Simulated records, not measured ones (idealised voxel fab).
This section sets out a process module, namely voxel trench capacitor.
Cross-section cut: width 180 nm, square cells of 5 nm.
Cross-section layout: square cells on a grid; listed as bands, top to bottom; a band spans one or more cell rows.
Band: top height; bottom height; in nm. Then, left to right: material with width in nm, for each material. "all across": a single material spanning edge to edge. "empty": empty space.
The level at which height equals 0 is the one under which the wafer, as it arrives, is entirely one material. No lower edge exists for the bottom band, which continues downward and is notated as in "0..down".
Width: "30..40" (first number = top row, second number = bottom row, same change from row to row of cells).
Basically "no alteration" means that step didn't change any cell in the cross-section.
For the entry "Sealed void inventory", the listed items are empty spaces with no open way to the top whose size is 8 cells or more; each item follows the pattern width x height at distance, where distance is from the left edge and all three are in nm.
The remark found on a step's line after its settings is issued by the simulator itself and pertains to that step.
overlay nm: mask offset rightward from planned place, masked step; negative means leftward offset.

-- Set out below are the planned steps of the process
1) RECEIVE,material Si
2) CONFORMAL_DEP,material SiN,thk nm 10
3) DIRECTIONAL_DEP,material aC,thk nm 10
4) PATTERN,tone open,mask id TRENCH,material resist,width nm 25,pitch nm 55,thk nm 25,overlay nm 0
5) DIRECTIONAL_ETCH,etch materials aC,depth nm 10
6) STRIP,etch materials resist
7) DIRECTIONAL_ETCH,etch materials SiN,depth nm 10
8) DIRECTIONAL_ETCH,etch materials Si,depth nm 40
9) STRIP,etch materials aC
10) CONFORMAL_DEP,material SiO2,thk nm 5
11) FILL_DEP,material polySi,thk nm 10
12) CMP,height nm 10

-- Cross-section of the incoming wafer, state after step 1
* 0..down = Si all across
* Sealed void inventory: none

-- End-of-module cross-section. Starting structure and process plan as above; one mistake made in running it
* 10..0 = 50 nm polySi  5 nm SiO2  15 nm polySi  5 nm SiO2  30 nm polySi  5 nm SiO2  15 nm polySi  5 nm SiO2  50 nm polySi
* 0..-25 = 50 nm Si  5 nm SiO2  15 nm polySi  5 nm SiO2  30 nm Si  5 nm SiO2  15 nm polySi  5 nm SiO2  50 nm Si
* -25..-30 = 50 nm Si  25 nm SiO2  30 nm Si  25 nm SiO2  50 nm Si
* -30..down = Si all across
* Sealed void inventory: none
So what did we get wrong on this run? it should be noted that step 2 was executed with settings other than those planned, the operation and settings actually applied being CONFORMAL_DEP,material polySi,thk nm 10
